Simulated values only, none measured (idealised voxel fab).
You're looking at the process module voxel wiring stack.
Square cell edge 5 nm, section width 280 nm, ID cut.
A cross-section in this document is a grid of square cells, and it is written down as bands, the top band listed before the ones below it; a band is made up of one or more rows of cells.
A band entry consists of two parts. The first gives the height of the band's top and the height of its bottom, in nm. The rest lists the band's materials from left to right, each with its width in nm. A single material labelled with the word "everywhere" fills the band from edge to edge, and the word "empty" marks empty space.
Height is counted from the level 0, under which the received wafer is composed throughout of one material. The lowest of the bands is not closed at the bottom but continues downward, in the notation "from 0 down".
The notation "30..40" denotes a width that varies across the rows of cells in the band, beginning at the first number in the top row, finishing at the second number in the bottom row, and changing by an identical amount from each row to the next.
For the purposes of this document, the phrase "remained unchanged" attached to a step denotes that no cell within the cross-section was modified by that step.
The label "Fully enclosed voids" introduces a list of the empty spaces, 8 cells or larger, that have no open way up to the top; each entry in it reads width x height at distance, where the distance is taken from the left edge and all three are stated in nm.
What comes after the settings on a step's line is commentary from the simulator itself on that step.
The "overlay nm" setting may appear on a step's line; for a step that uses a mask, it gives how far to the right of its planned position the mask lay, and a negative value indicates the left.
Process steps foreseen in the plan
1: RECEIVE (material Si)
2: CONFORMAL_DEP (material SiO2; thk nm 10)
3: CONFORMAL_DEP (material SiN; thk nm 5)
4: DIRECTIONAL_DEP (material lowk; thk nm 20)
5: MASKED_ETCH (tone open; mask id METAL_1; width nm 20; pitch nm 50; etch materials lowk; depth nm 20; overlay nm 0)
6: MASKED_ETCH (tone open; mask id METAL_1; width nm 20; pitch nm 50; etch materials SiN; depth nm 5; overlay nm 0)
7: CONFORMAL_DEP (material TiN; thk nm 5)
8: FILL_DEP (material W; thk nm 10)
9: CMP (height nm 35)
10: CONFORMAL_DEP (material SiCN; thk nm 5)
11: DIRECTIONAL_DEP (material SiO2; thk nm 10)
12: DIRECTIONAL_DEP (material aC; thk nm 15)
13: PATTERN (tone open; mask id PLUG_1; material resist; width nm 15; pitch nm 50; thk nm 35; overlay nm 0)
14: DIRECTIONAL_ETCH (etch materials aC; depth nm 15)
15: STRIP (etch materials resist)
16: DIRECTIONAL_ETCH (etch materials SiO2; depth nm 10)
17: DIRECTIONAL_ETCH (etch materials SiCN; depth nm 5)
18: STRIP (etch materials aC)
19: EPI (material Ru; thk nm 10)
20: EPI (material Ru; thk nm 5)
21: DIRECTIONAL_DEP (material TiN; thk nm 5)
22: DIRECTIONAL_DEP (material Ru; thk nm 25)
23: DIRECTIONAL_DEP (material aC; thk nm 10)
24: PATTERN (tone cover; mask id METAL_2; material resist; width nm 20; pitch nm 50; thk nm 25; overlay nm 0)
25: DIRECTIONAL_ETCH (etch materials aC; depth nm 10)
26: STRIP (etch materials resist)
27: DIRECTIONAL_ETCH (etch materials Ru; depth nm 25)
28: DIRECTIONAL_ETCH (etch materials TiN; depth nm 5)
29: STRIP (etch materials aC)
30: FILL_DEP (material lowk; thk nm 10)
31: CMP (height nm 80)
32: CONFORMAL_DEP (material SiN; thk nm 5)
Cross-section of the wafer at receipt, which is the condition after step 1
	from 0 down = Si everywhere
	Fully enclosed voids: none
The first of two wafers, cross-sectioned at the end of the module, with the run proceeding as planned
	from 85 to 80 = SiN everywhere
	from 80 to 55 = 55 lowk  20 Ru  30 lowk  20 Ru  30 lowk  20 Ru  30 lowk  20 Ru  55 lowk
	from 55 to 50 = 55 lowk  20 TiN  30 lowk  20 TiN  30 lowk  20 TiN  30 lowk  20 TiN  55 lowk
	from 50 to 40 = 55 SiO2  15 Ru  35 SiO2  15 Ru  35 SiO2  15 Ru  35 SiO2  15 Ru  60 SiO2
	from 40 to 35 = 55 SiCN  15 Ru  35 SiCN  15 Ru  35 SiCN  15 Ru  35 SiCN  15 Ru  60 SiCN
	from 35 to 15 = 55 lowk  5 TiN  10 W  5 TiN  30 lowk  5 TiN  10 W  5 TiN  30 lowk  5 TiN  10 W  5 TiN  30 lowk  5 TiN  10 W  5 TiN  55 lowk
	from 15 to 10 = 55 SiN  20 TiN  30 SiN  20 TiN  30 SiN  20 TiN  30 SiN  20 TiN  55 SiN
	from 10 to 0 = SiO2 everywhere
	from 0 down = Si everywhere
	Fully enclosed voids: none
Cross-sectional image of the second wafer of the two following completion of the module. Starting state and process plan were the same as for the first wafer; one execution error occurred
	from 85 to 80 = SiN everywhere
	from 80 to 55 = 55 lowk  20 Ru  30 lowk  20 Ru  30 lowk  20 Ru  30 lowk  20 Ru  55 lowk
	from 55 to 50 = 55 lowk  20 TiN  30 lowk  20 TiN  30 lowk  20 TiN  30 lowk  20 TiN  55 lowk
	from 50 to 40 = 45 SiO2  15 Ru  35 SiO2  15 Ru  35 SiO2  15 Ru  35 SiO2  15 Ru  70 SiO2
	from 40 to 35 = 45 SiCN  15 Ru  35 SiCN  15 Ru  35 SiCN  15 Ru  35 SiCN  15 Ru  70 SiCN
	from 35 to 15 = 55 lowk  5 TiN  10 W  5 TiN  30 lowk  5 TiN  10 W  5 TiN  30 lowk  5 TiN  10 W  5 TiN  30 lowk  5 TiN  10 W  5 TiN  55 lowk
	from 15 to 10 = 55 SiN  20 TiN  30 SiN  20 TiN  30 SiN  20 TiN  30 SiN  20 TiN  55 SiN
	from 10 to 0 = SiO2 everywhere
	from 0 down = Si everywhere
	Fully enclosed voids: none
So what did we get wrong on this run? step 13 ran with different settings than intended, the actual operation and settings being PATTERN (tone open; mask id PLUG_1; material resist; width nm 15; pitch nm 50; thk nm 35; overlay nm -10)
Both wafers, final: cells per material equal; arrangement not.
